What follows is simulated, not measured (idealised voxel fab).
process module | voxel transistor to metal
cross-section cut | 280 nm wide | cells 5 nm
A cross-section is a grid of square cells, given in bands from the top down. A band is one or more rows of cells.
Each band's line starts with the height of the band's top and of its bottom, in nm. Then come its materials from left to right, each with its width in nm. One material with "throughout" fills the band from edge to edge. "air" is empty space.
Height 0 is the level under which the wafer as received is all one material. The lowest band goes on downwards, as in "0 down".
A width such as "30 to 40" changes by the same amount from each row of cells to the next, from the band's top row to its bottom row.
"no change" after a step means that no cell of the cross-section changed.
closed voids: empty space of 8 cells or more with no open way to the top, each as width x height at its distance from the left edge, in nm
after a step's settings: what the simulator itself notes on the step
overlay nm, on a step with a mask: how far to the right of its planned place the mask lay; to the left if negative
Each pair below shows a cross-section before one step and the cross-section after it, down to the lowest band that changed. The line under each pair gives the step between them, with its settings. The pairs can come from different runs of this module on the same starting wafer, so a pair continues from the pair above only where its "before" says so.
before
  25 to 15: SiO2 throughout
  15 to 0: SiO2 50 | SiN 10 | HfO2 5 | TiN 5 | W 10 | TiN 5 | HfO2 5 | SiN 10 | SiO2 80 | SiN 10 | HfO2 5 | TiN 5 | W 10 | TiN 5 | HfO2 5 | SiN 10 | SiO2 50
  0 to -5: SiO2 50 | SiN 10 | HfO2 5 | TiN 20 | HfO2 5 | SiN 10 | SiO2 80 | SiN 10 | HfO2 5 | TiN 20 | HfO2 5 | SiN 10 | SiO2 50
  -5 to -10: SiO2 45 | nSi 5 | SiO2 5 | HfO2 40 | SiO2 5 | nSi 5 | SiO2 70 | nSi 5 | SiO2 5 | HfO2 40 | SiO2 5 | nSi 5 | SiO2 45
  -10 to -15: SiO2 20 | nSi 30 | Si 50 | nSi 30 | SiO2 20 | nSi 30 | Si 50 | nSi 30 | SiO2 20
  -15 to -40: SiO2 20 | Si 110 | SiO2 20 | Si 110 | SiO2 20
  -40 down: Si throughout
  closed voids: none
after
  40 to 25: air 30 | resist 15 | air 60 | resist 15 | air 40 | resist 15 | air 60 | resist 15 | air 30
  below 25: unchanged
  closed voids: none
the step between: op PATTERN | tone cover | mask id CONTACT | material resist | width nm 15 | thk nm 15 | overlay nm 0
before: the cross-section after the pair above
after
  40 to 25: air 30 | resist 15 | air 60 | resist 15 | air 40 | resist 15 | air 60 | resist 15 | air 30
  25 to 15: air 30 | SiO2 15 | air 60 | SiO2 15 | air 40 | SiO2 15 | air 60 | SiO2 15 | air 30
  15 to 0: air 30 | SiO2 15 | air 5 | SiN 10 | HfO2 5 | TiN 5 | W 10 | TiN 5 | HfO2 5 | SiN 10 | air 5 | SiO2 15 | air 40 | SiO2 15 | air 5 | SiN 10 | HfO2 5 | TiN 5 | W 10 | TiN 5 | HfO2 5 | SiN 10 | air 5 | SiO2 15 | air 30
  0 to -5: air 30 | SiO2 15 | air 5 | SiN 10 | HfO2 5 | TiN 20 | HfO2 5 | SiN 10 | air 5 | SiO2 15 | air 40 | SiO2 15 | air 5 | SiN 10 | HfO2 5 | TiN 20 | HfO2 5 | SiN 10 | air 5 | SiO2 15 | air 30
  -5 to -10: air 30 | SiO2 15 | nSi 5 | SiO2 5 | HfO2 40 | SiO2 5 | nSi 5 | SiO2 15 | air 40 | SiO2 15 | nSi 5 | SiO2 5 | HfO2 40 | SiO2 5 | nSi 5 | SiO2 15 | air 30
  below -10: unchanged
  closed voids: none
the step between: op DIRECTIONAL_ETCH | etch materials SiO2 | depth nm 35
before: the cross-section after the pair above
after
  25 to 15: air 30 | SiO2 15 | air 60 | SiO2 15 | air 40 | SiO2 15 | air 60 | SiO2 15 | air 30
  below 15: unchanged
  closed voids: none
the step between: op STRIP | etch materials resist
before: the cross-section after the pair above
after
  30 to 25: air 25 | TiN 25 | air 50 | TiN 25 | air 30 | TiN 25 | air 50 | TiN 25 | air 25
  25 to 20: air 25 | TiN 5 | SiO2 15 | TiN 5 | air 50 | TiN 5 | SiO2 15 | TiN 5 | air 30 | TiN 5 | SiO2 15 | TiN 5 | air 50 | TiN 5 | SiO2 15 | TiN 5 | air 25
  20 to 15: air 25 | TiN 5 | SiO2 15 | TiN 60 | SiO2 15 | TiN 5 | air 30 | TiN 5 | SiO2 15 | TiN 60 | SiO2 15 | TiN 5 | air 25
  15 to 0: air 25 | TiN 5 | SiO2 15 | TiN 5 | SiN 10 | HfO2 5 | TiN 5 | W 10 | TiN 5 | HfO2 5 | SiN 10 | TiN 5 | SiO2 15 | TiN 5 | air 30 | TiN 5 | SiO2 15 | TiN 5 | SiN 10 | HfO2 5 | TiN 5 | W 10 | TiN 5 | HfO2 5 | SiN 10 | TiN 5 | SiO2 15 | TiN 5 | air 25
  0 to -5: air 25 | TiN 5 | SiO2 15 | TiN 5 | SiN 10 | HfO2 5 | TiN 20 | HfO2 5 | SiN 10 | TiN 5 | SiO2 15 | TiN 5 | air 30 | TiN 5 | SiO2 15 | TiN 5 | SiN 10 | HfO2 5 | TiN 20 | HfO2 5 | SiN 10 | TiN 5 | SiO2 15 | TiN 5 | air 25
  -5 to -10: TiN 30 | SiO2 15 | nSi 5 | SiO2 5 | HfO2 40 | SiO2 5 | nSi 5 | SiO2 15 | TiN 40 | SiO2 15 | nSi 5 | SiO2 5 | HfO2 40 | SiO2 5 | nSi 5 | SiO2 15 | TiN 30
  below -10: unchanged
  closed voids: none
the step between: op CONFORMAL_DEP | material TiN | thk nm 5
before: the cross-section after the pair above
after
  40 to 30: W throughout
  30 to 25: W 25 | TiN 25 | W 50 | TiN 25 | W 30 | TiN 25 | W 50 | TiN 25 | W 25
  25 to 20: W 25 | TiN 5 | SiO2 15 | TiN 5 | W 50 | TiN 5 | SiO2 15 | TiN 5 | W 30 | TiN 5 | SiO2 15 | TiN 5 | W 50 | TiN 5 | SiO2 15 | TiN 5 | W 25
  20 to 15: W 25 | TiN 5 | SiO2 15 | TiN 60 | SiO2 15 | TiN 5 | W 30 | TiN 5 | SiO2 15 | TiN 60 | SiO2 15 | TiN 5 | W 25
  15 to 0: W 25 | TiN 5 | SiO2 15 | TiN 5 | SiN 10 | HfO2 5 | TiN 5 | W 10 | TiN 5 | HfO2 5 | SiN 10 | TiN 5 | SiO2 15 | TiN 5 | W 30 | TiN 5 | SiO2 15 | TiN 5 | SiN 10 | HfO2 5 | TiN 5 | W 10 | TiN 5 | HfO2 5 | SiN 10 | TiN 5 | SiO2 15 | TiN 5 | W 25
  0 to -5: W 25 | TiN 5 | SiO2 15 | TiN 5 | SiN 10 | HfO2 5 | TiN 20 | HfO2 5 | SiN 10 | TiN 5 | SiO2 15 | TiN 5 | W 30 | TiN 5 | SiO2 15 | TiN 5 | SiN 10 | HfO2 5 | TiN 20 | HfO2 5 | SiN 10 | TiN 5 | SiO2 15 | TiN 5 | W 25
  below -5: unchanged
  closed voids: none
the step between: op FILL_DEP | material W | thk nm 10
before: the cross-section after the pair above
after
  25 to 20: W 25 | TiN 5 | SiO2 15 | TiN 5 | W 50 | TiN 5 | SiO2 15 | TiN 5 | W 30 | TiN 5 | SiO2 15 | TiN 5 | W 50 | TiN 5 | SiO2 15 | TiN 5 | W 25
  below 20: unchanged
  closed voids: none
the step between: op CMP | height nm 25
before: the cross-section after the pair above
after
  30 to 25: SiCN throughout
  below 25: unchanged
  closed voids: none
the step between: op CONFORMAL_DEP | material SiCN | thk nm 5
before: the cross-section after the pair above
after
  55 to 30: lowk throughout
  below 30: unchanged
  closed voids: none
the step between: op DIRECTIONAL_DEP | material lowk | thk nm 25
before: the cross-section after the pair above
after
  70 to 55: resist 30 | air 15 | resist 60 | air 15 | resist 40 | air 15 | resist 60 | air 15 | resist 30
  below 55: unchanged
  closed voids: none
the step between: op PATTERN | tone open | mask id METAL_1 | material resist | width nm 15 | thk nm 15 | overlay nm 0
before: the cross-section after the pair above
after
  70 to 55: resist 30 | air 15 | resist 60 | air 15 | resist 40 | air 15 | resist 60 | air 15 | resist 30
  55 to 30: lowk 30 | air 15 | lowk 60 | air 15 | lowk 40 | air 15 | lowk 60 | air 15 | lowk 30
  below 30: unchanged
  closed voids: none
the step between: op DIRECTIONAL_ETCH | etch materials lowk | depth nm 25
before: the cross-section after the pair above
after
  70 to 55: resist 30 | air 15 | resist 60 | air 15 | resist 40 | air 15 | resist 60 | air 15 | resist 30
  55 to 30: lowk 30 | air 15 | lowk 60 | air 15 | lowk 40 | air 15 | lowk 60 | air 15 | lowk 30
  30 to 25: SiCN 30 | air 15 | SiCN 60 | air 15 | SiCN 40 | air 15 | SiCN 60 | air 15 | SiCN 30
  below 25: unchanged
  closed voids: none
the step between: op DIRECTIONAL_ETCH | etch materials SiCN | depth nm 5
before: the cross-section after the pair above
after
  55 to 30: lowk 30 | air 15 | lowk 60 | air 15 | lowk 40 | air 15 | lowk 60 | air 15 | lowk 30
  below 30: unchanged
  closed voids: none
the step between: op STRIP | etch materials resist
before: the cross-section after the pair above
after
  60 to 55: TiN 35 | air 5 | TiN 70 | air 5 | TiN 50 | air 5 | TiN 70 | air 5 | TiN 35
  55 to 30: lowk 30 | TiN 5 | air 5 | TiN 5 | lowk 60 | TiN 5 | air 5 | TiN 5 | lowk 40 | TiN 5 | air 5 | TiN 5 | lowk 60 | TiN 5 | air 5 | TiN 5 | lowk 30
  30 to 25: SiCN 30 | TiN 15 | SiCN 60 | TiN 15 | SiCN 40 | TiN 15 | SiCN 60 | TiN 15 | SiCN 30
  below 25: unchanged
  closed voids: none
the step between: op CONFORMAL_DEP | material TiN | thk nm 5
before: the cross-section after the pair above
after
  65 to 60: Ru throughout
  60 to 55: TiN 35 | Ru 5 | TiN 70 | Ru 5 | TiN 50 | Ru 5 | TiN 70 | Ru 5 | TiN 35
  55 to 30: lowk 30 | TiN 5 | Ru 5 | TiN 5 | lowk 60 | TiN 5 | Ru 5 | TiN 5 | lowk 40 | TiN 5 | Ru 5 | TiN 5 | lowk 60 | TiN 5 | Ru 5 | TiN 5 | lowk 30
  below 30: unchanged
  closed voids: none
the step between: op FILL_DEP | material Ru | thk nm 5
before: the cross-section after the pair above
after
  55 to 30: lowk 30 | TiN 5 | Ru 5 | TiN 5 | lowk 60 | TiN 5 | Ru 5 | TiN 5 | lowk 40 | TiN 5 | Ru 5 | TiN 5 | lowk 60 | TiN 5 | Ru 5 | TiN 5 | lowk 30
  below 30: unchanged
  closed voids: none
the step between: op CMP | height nm 55
before: the cross-section after the pair above
after
  60 to 55: SiCN throughout
  below 55: unchanged
  closed voids: none
the step between: op CONFORMAL_DEP | material SiCN | thk nm 5
